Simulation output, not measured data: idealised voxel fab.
Module name: voxel wiring stack (process module)
Xsec cut, 190 nm wide, square cell size 5 nm.
Each cross-section below is a grid of square cells, stated as bands in top-down order, with one or more rows of cells making up each band. For a band, the entry starts with two heights in nm, that of the top and then that of the bottom, and carries on with the band's materials in order from left to right, each alongside its width in nm; the word "full width" beside a single material means it fills the band edge to edge, and "blank" means empty space. Below 0: as-received wafer, all one material; heights counted from there. Lowest band: no bottom, goes on down, written "top 0, no bottom". With a width like "30->40", each row of cells in the band differs from the next by the same amount, the top row carrying the first number and the bottom row the second. Basically "nothing altered" means that step didn't change any cell in the cross-section. "Closed cavities" specifies each empty space that is not open to the top and that occupies no fewer than 8 cells, using the form width x height at distance, the distance measured from the left edge and all three quantities in nm. On each step's line, the part that comes after the settings is the simulator's own comment on the step. A step line may carry the setting "overlay nm", which, for steps involving a mask, states the distance by which the mask lay to the right of its intended position; negative values denote displacement to the left.
Intended process steps:
| 1 | RECEIVE,material Si |
| 2 | CONFORMAL_DEP,material SiO2,thk nm 10 |
| 3 | DIRECTIONAL_DEP,material TiN,thk nm 5 |
| 4 | DIRECTIONAL_DEP,material Ru,thk nm 25 |
| 5 | PATTERN,tone cover,mask id METAL_1,material resist,width nm 25,pitch nm 40,thk nm 15,overlay nm 0 |
| 6 | DIRECTIONAL_ETCH,etch materials Ru,depth nm 25 |
| 7 | DIRECTIONAL_ETCH,etch materials TiN,depth nm 5 |
| 8 | STRIP,etch materials resist |
| 9 | CONFORMAL_DEP,material SiCN,thk nm 5 |
| 10 | FILL_DEP,material SiO2,thk nm 10 |
| 11 | CMP,height nm 40 |
| 12 | CONFORMAL_DEP,material SiCN,thk nm 5 |
| 13 | DIRECTIONAL_DEP,material SiO2,thk nm 10 |
| 14 | MASKED_ETCH,tone open,mask id PLUG_1,width nm 15,pitch nm 40,etch materials SiO2,depth nm 10,overlay nm 0 |
| 15 | MASKED_ETCH,tone open,mask id PLUG_1,width nm 15,pitch nm 40,etch materials SiCN,depth nm 5,overlay nm 0 |
| 16 | CONFORMAL_DEP,material TiN,thk nm 5 |
| 17 | FILL_DEP,material W,thk nm 10 |
| 18 | CMP,height nm 55 |
| 19 | CONFORMAL_DEP,material SiN,thk nm 5 |
| 20 | DIRECTIONAL_DEP,material SiO2,thk nm 20 |
| 21 | DIRECTIONAL_DEP,material aC,thk nm 15 |
| 22 | PATTERN,tone open,mask id METAL_2,material resist,width nm 25,pitch nm 40,thk nm 30,overlay nm 0 |
| 23 | DIRECTIONAL_ETCH,etch materials aC,depth nm 15 |
| 24 | STRIP,etch materials resist |
| 25 | DIRECTIONAL_ETCH,etch materials SiO2,depth nm 20 |
| 26 | DIRECTIONAL_ETCH,etch materials SiN,depth nm 5 |
| 27 | STRIP,etch materials aC |
| 28 | CONFORMAL_DEP,material TiN,thk nm 5 |
| 29 | FILL_DEP,material Cu,thk nm 10 |
| 30 | CMP,height nm 80 |
| 31 | EPI,material Ru,thk nm 5 |
| 32 | FILL_DEP,material SiCN,thk nm 5 |
The first of a set of two wafers, run to plan:
As-received wafer cross-section (after step 1):
* top 0, no bottom: Si full width
* Closed cavities: none
Step 2 done - wafer cross-section:
* top 10, bottom 0: SiO2 full width
* Everything below 0 is unchanged.
Step 3 done - wafer cross-section:
* top 15, bottom 10: TiN full width
* Everything below 10 is unchanged.
Step 4 done - wafer cross-section:
* top 40, bottom 15: Ru full width
* Everything below 15 is unchanged.
Step 5 done - wafer cross-section:
* top 55, bottom 40: blank: 40; resist: 25; blank: 15; resist: 25; blank: 15; resist: 25; blank: 45
* Everything below 40 is unchanged.
Step 6 done - wafer cross-section:
* top 55, bottom 40: blank: 40; resist: 25; blank: 15; resist: 25; blank: 15; resist: 25; blank: 45
* top 40, bottom 15: blank: 40; Ru: 25; blank: 15; Ru: 25; blank: 15; Ru: 25; blank: 45
* Everything below 15 is unchanged.
Step 7 done - wafer cross-section:
* top 55, bottom 40: blank: 40; resist: 25; blank: 15; resist: 25; blank: 15; resist: 25; blank: 45
* top 40, bottom 15: blank: 40; Ru: 25; blank: 15; Ru: 25; blank: 15; Ru: 25; blank: 45
* top 15, bottom 10: blank: 40; TiN: 25; blank: 15; TiN: 25; blank: 15; TiN: 25; blank: 45
* Everything below 10 is unchanged.
Step 8 done - wafer cross-section:
* top 40, bottom 15: blank: 40; Ru: 25; blank: 15; Ru: 25; blank: 15; Ru: 25; blank: 45
* Everything below 15 is unchanged.
Step 9 done - wafer cross-section:
* top 45, bottom 40: blank: 35; SiCN: 35; blank: 5; SiCN: 35; blank: 5; SiCN: 35; blank: 40
* top 40, bottom 15: blank: 35; SiCN: 5; Ru: 25; SiCN: 5; blank: 5; SiCN: 5; Ru: 25; SiCN: 5; blank: 5; SiCN: 5; Ru: 25; SiCN: 5; blank: 40
* top 15, bottom 10: SiCN: 40; TiN: 25; SiCN: 15; TiN: 25; SiCN: 15; TiN: 25; SiCN: 45
* Everything below 10 is unchanged.
Step 10 done - wafer cross-section:
* top 55, bottom 45: SiO2 full width
* top 45, bottom 40: SiO2: 35; SiCN: 35; SiO2: 5; SiCN: 35; SiO2: 5; SiCN: 35; SiO2: 40
* top 40, bottom 15: SiO2: 35; SiCN: 5; Ru: 25; SiCN: 5; SiO2: 5; SiCN: 5; Ru: 25; SiCN: 5; SiO2: 5; SiCN: 5; Ru: 25; SiCN: 5; SiO2: 40
* Everything below 15 is unchanged.
Step 11 done - wafer cross-section:
* top 40, bottom 15: SiO2: 35; SiCN: 5; Ru: 25; SiCN: 5; SiO2: 5; SiCN: 5; Ru: 25; SiCN: 5; SiO2: 5; SiCN: 5; Ru: 25; SiCN: 5; SiO2: 40
* Everything below 15 is unchanged.
Step 12 done - wafer cross-section:
* top 45, bottom 40: SiCN full width
* Everything below 40 is unchanged.
Step 13 done - wafer cross-section:
* top 55, bottom 45: SiO2 full width
* Everything below 45 is unchanged.
Step 14 done - wafer cross-section:
* top 55, bottom 45: SiO2: 40; blank: 15; SiO2: 25; blank: 15; SiO2: 25; blank: 15; SiO2: 55
* Everything below 45 is unchanged.
Step 15 done - wafer cross-section:
* top 55, bottom 45: SiO2: 40; blank: 15; SiO2: 25; blank: 15; SiO2: 25; blank: 15; SiO2: 55
* top 45, bottom 40: SiCN: 40; blank: 15; SiCN: 25; blank: 15; SiCN: 25; blank: 15; SiCN: 55
* Everything below 40 is unchanged.
Step 16 done - wafer cross-section:
* top 60, bottom 55: TiN: 45; blank: 5; TiN: 35; blank: 5; TiN: 35; blank: 5; TiN: 60
* top 55, bottom 45: SiO2: 40; TiN: 5; blank: 5; TiN: 5; SiO2: 25; TiN: 5; blank: 5; TiN: 5; SiO2: 25; TiN: 5; blank: 5; TiN: 5; SiO2: 55
* top 45, bottom 40: SiCN: 40; TiN: 15; SiCN: 25; TiN: 15; SiCN: 25; TiN: 15; SiCN: 55
* Everything below 40 is unchanged.
Step 17 done - wafer cross-section:
* top 70, bottom 60: W full width
* top 60, bottom 55: TiN: 45; W: 5; TiN: 35; W: 5; TiN: 35; W: 5; TiN: 60
* top 55, bottom 45: SiO2: 40; TiN: 5; W: 5; TiN: 5; SiO2: 25; TiN: 5; W: 5; TiN: 5; SiO2: 25; TiN: 5; W: 5; TiN: 5; SiO2: 55
* Everything below 45 is unchanged.
Step 18 done - wafer cross-section:
* top 55, bottom 45: SiO2: 40; TiN: 5; W: 5; TiN: 5; SiO2: 25; TiN: 5; W: 5; TiN: 5; SiO2: 25; TiN: 5; W: 5; TiN: 5; SiO2: 55
* Everything below 45 is unchanged.
Step 19 done - wafer cross-section:
* top 60, bottom 55: SiN full width
* Everything below 55 is unchanged.
Step 20 done - wafer cross-section:
* top 80, bottom 60: SiO2 full width
* Everything below 60 is unchanged.
Step 21 done - wafer cross-section:
* top 95, bottom 80: aC full width
* Everything below 80 is unchanged.
Step 22 done - wafer cross-section:
* top 125, bottom 95: resist: 40; blank: 25; resist: 15; blank: 25; resist: 15; blank: 25; resist: 45
* Everything below 95 is unchanged.
Step 23 done - wafer cross-section:
* top 110, bottom 95: resist: 40; blank: 25; resist: 15; blank: 25; resist: 15; blank: 25; resist: 45
* top 95, bottom 80: aC: 40; blank: 25; aC: 15; blank: 25; aC: 15; blank: 25; aC: 45
* Everything below 80 is unchanged.
Step 24 done - wafer cross-section:
* top 95, bottom 80: aC: 40; blank: 25; aC: 15; blank: 25; aC: 15; blank: 25; aC: 45
* Everything below 80 is unchanged.
Step 25 done - wafer cross-section:
* top 95, bottom 80: aC: 40; blank: 25; aC: 15; blank: 25; aC: 15; blank: 25; aC: 45
* top 80, bottom 60: SiO2: 40; blank: 25; SiO2: 15; blank: 25; SiO2: 15; blank: 25; SiO2: 45
* Everything below 60 is unchanged.
Step 26 done - wafer cross-section:
* top 95, bottom 80: aC: 40; blank: 25; aC: 15; blank: 25; aC: 15; blank: 25; aC: 45
* top 80, bottom 60: SiO2: 40; blank: 25; SiO2: 15; blank: 25; SiO2: 15; blank: 25; SiO2: 45
* top 60, bottom 55: SiN: 40; blank: 25; SiN: 15; blank: 25; SiN: 15; blank: 25; SiN: 45
* Everything below 55 is unchanged.
Step 27 done - wafer cross-section:
* top 80, bottom 60: SiO2: 40; blank: 25; SiO2: 15; blank: 25; SiO2: 15; blank: 25; SiO2: 45
* Everything below 60 is unchanged.
Step 28 done - wafer cross-section:
* top 85, bottom 80: TiN: 45; blank: 15; TiN: 25; blank: 15; TiN: 25; blank: 15; TiN: 50
* top 80, bottom 60: SiO2: 40; TiN: 5; blank: 15; TiN: 5; SiO2: 15; TiN: 5; blank: 15; TiN: 5; SiO2: 15; TiN: 5; blank: 15; TiN: 5; SiO2: 45
* top 60, bottom 55: SiN: 40; TiN: 25; SiN: 15; TiN: 25; SiN: 15; TiN: 25; SiN: 45
* Everything below 55 is unchanged.
Step 29 done - wafer cross-section:
* top 95, bottom 85: Cu full width
* top 85, bottom 80: TiN: 45; Cu: 15; TiN: 25; Cu: 15; TiN: 25; Cu: 15; TiN: 50
* top 80, bottom 60: SiO2: 40; TiN: 5; Cu: 15; TiN: 5; SiO2: 15; TiN: 5; Cu: 15; TiN: 5; SiO2: 15; TiN: 5; Cu: 15; TiN: 5; SiO2: 45
* Everything below 60 is unchanged.
Step 30 done - wafer cross-section:
* top 80, bottom 60: SiO2: 40; TiN: 5; Cu: 15; TiN: 5; SiO2: 15; TiN: 5; Cu: 15; TiN: 5; SiO2: 15; TiN: 5; Cu: 15; TiN: 5; SiO2: 45
* Everything below 60 is unchanged.
Step 31 done - wafer cross-section:
* top 85, bottom 80: blank: 35; Ru: 35; blank: 5; Ru: 35; blank: 5; Ru: 35; blank: 40
* Everything below 80 is unchanged.
Step 32 done - wafer cross-section:
* top 90, bottom 85: SiCN full width
* top 85, bottom 80: SiCN: 35; Ru: 35; SiCN: 5; Ru: 35; SiCN: 5; Ru: 35; SiCN: 40
* Everything below 80 is unchanged.
Second wafer, same starting conditions and recipe as the first, one mistake in executing it, nothing differs from the first up to and including step 31:
Second wafer at the planned finish of step 32, seen in cross-section: nothing altered
Here's what went sideways: execution of step 32 of the plan did not take place, the step having been omitted
Final difference in cells, second wafer against first, listed per material as more or fewer: SiCN -55
